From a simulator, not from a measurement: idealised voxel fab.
The process module that follows is named voxel air gaps.
245 nm wide, 5 nm square cells: that's cross-section cut.
In this document a cross-section is written as a grid of square cells. It is given as a series of bands, listed from the top down, and a band is one or more rows of cells. Top, bottom (nm), then materials left to right with widths (nm); lone material tagged "everywhere" fills the whole band edge to edge; "empty" = empty space. Note: height 0 marks the level under which the wafer is uniformly one material as received. Lowest band unbounded below, written "0 down". It should be noted that a width expressed as "30 to 40" varies in equal increments from row to row of cells within the band, taking the value of the first number at the top row and that of the second number at the bottom row. "no modification" -> step changed no cross-section cell. The list in "Closed void listing" covers empty spaces of 8 cells or more that cannot reach the top through any open way, and it gives each as width x height at distance; the distance is from the left edge, and width, height and distance are in nm. after a step's settings: what the simulator itself notes on the step. overlay nm: mask right of planned place by this much (step with mask). Neg. = left.
## Process steps (planned)
1) RECEIVE,material Si
2) CONFORMAL_DEP,material SiO2,thk nm 10
3) CONFORMAL_DEP,material SiN,thk nm 5
4) DIRECTIONAL_DEP,material lowk,thk nm 35
5) DIRECTIONAL_DEP,material aC,thk nm 10
6) PATTERN,tone open,mask id LINES,material resist,width nm 20,pitch nm 50,thk nm 25,overlay nm -15
7) DIRECTIONAL_ETCH,etch materials aC,depth nm 10
8) STRIP,etch materials resist
9) DIRECTIONAL_ETCH,etch materials lowk,depth nm 35
10) STRIP,etch materials aC
11) CONFORMAL_DEP,material TiN,thk nm 5
12) FILL_DEP,material Ru,thk nm 5
13) CMP,height nm 50
14) EPI,material Ru,thk nm 10
15) SELECTIVE_ETCH,etch materials lowk,depth nm 45
16) CONFORMAL_DEP,material SiCN,thk nm 5
It is noted that the wafers described herein are identical at the outset and are distinguished by the overlay nm of step 6; the value stated in the plan corresponds to the first wafer.
## The as-received cross-section of the first of several wafers corresponds to the state after step 1
0 down  Si everywhere
Closed void listing: none
## At the end of the module, after its last step, step 16, the first of several wafers appears in cross-section as follows
65 to 60  empty (30) | SiCN (150) | empty (65)
60 to 50  empty (30) | SiCN (5) | Ru (40) | SiCN (10) | Ru (40) | SiCN (10) | Ru (40) | SiCN (5) | empty (65)
50 to 45  empty (30) | SiCN (15) | TiN (5) | Ru (10) | TiN (5) | SiCN (30) | TiN (5) | Ru (10) | TiN (5) | SiCN (30) | TiN (5) | Ru (10) | TiN (5) | SiCN (15) | empty (65)
45 to 20  empty (40) | SiCN (5) | TiN (5) | Ru (10) | TiN (5) | SiCN (5) | empty (20) | SiCN (5) | TiN (5) | Ru (10) | TiN (5) | SiCN (5) | empty (20) | SiCN (5) | TiN (5) | Ru (10) | TiN (5) | SiCN (5) | empty (75)
20 to 15  SiCN (45) | TiN (20) | SiCN (30) | TiN (20) | SiCN (30) | TiN (20) | SiCN (80)
15 to 10  SiN everywhere
10 to 0  SiO2 everywhere
0 down  Si everywhere
Closed void listing: 20 x 25 at 70; 20 x 25 at 120
## Last wafer, end of module, cross-section
65 to 60  empty (60) | SiCN (150) | empty (35)
60 to 50  empty (60) | SiCN (5) | Ru (40) | SiCN (10) | Ru (40) | SiCN (10) | Ru (40) | SiCN (5) | empty (35)
50 to 45  empty (60) | SiCN (15) | TiN (5) | Ru (10) | TiN (5) | SiCN (30) | TiN (5) | Ru (10) | TiN (5) | SiCN (30) | TiN (5) | Ru (10) | TiN (5) | SiCN (15) | empty (35)
45 to 20  empty (70) | SiCN (5) | TiN (5) | Ru (10) | TiN (5) | SiCN (5) | empty (20) | SiCN (5) | TiN (5) | Ru (10) | TiN (5) | SiCN (5) | empty (20) | SiCN (5) | TiN (5) | Ru (10) | TiN (5) | SiCN (5) | empty (45)
20 to 15  SiCN (75) | TiN (20) | SiCN (30) | TiN (20) | SiCN (30) | TiN (20) | SiCN (50)
15 to 10  SiN everywhere
10 to 0  SiO2 everywhere
0 down  Si everywhere
Closed void listing: 20 x 25 at 100; 20 x 25 at 150
## Wafer rows, end of module: cells per material gained (+) or lost (-) since receipt; closed voids last
overlay nm -15 | +84 Ru | +127 SiCN | +49 SiN | +98 SiO2 | +48 TiN | Closed void listing: 20 x 25 at 70; 20 x 25 at 120
overlay nm -10 | +84 Ru | +127 SiCN | +49 SiN | +98 SiO2 | +48 TiN | Closed void listing: 20 x 25 at 75; 20 x 25 at 125
overlay nm -5 | +84 Ru | +127 SiCN | +49 SiN | +98 SiO2 | +48 TiN | Closed void listing: 20 x 25 at 80; 20 x 25 at 130
overlay nm 0 | +84 Ru | +127 SiCN | +49 SiN | +98 SiO2 | +48 TiN | Closed void listing: 20 x 25 at 85; 20 x 25 at 135
overlay nm 5 | +84 Ru | +127 SiCN | +49 SiN | +98 SiO2 | +48 TiN | Closed void listing: 20 x 25 at 90; 20 x 25 at 140
overlay nm 10 | +84 Ru | +127 SiCN | +49 SiN | +98 SiO2 | +48 TiN | Closed void listing: 20 x 25 at 95; 20 x 25 at 145
overlay nm 15 | +84 Ru | +127 SiCN | +49 SiN | +98 SiO2 | +48 TiN | Closed void listing: 20 x 25 at 100; 20 x 25 at 150
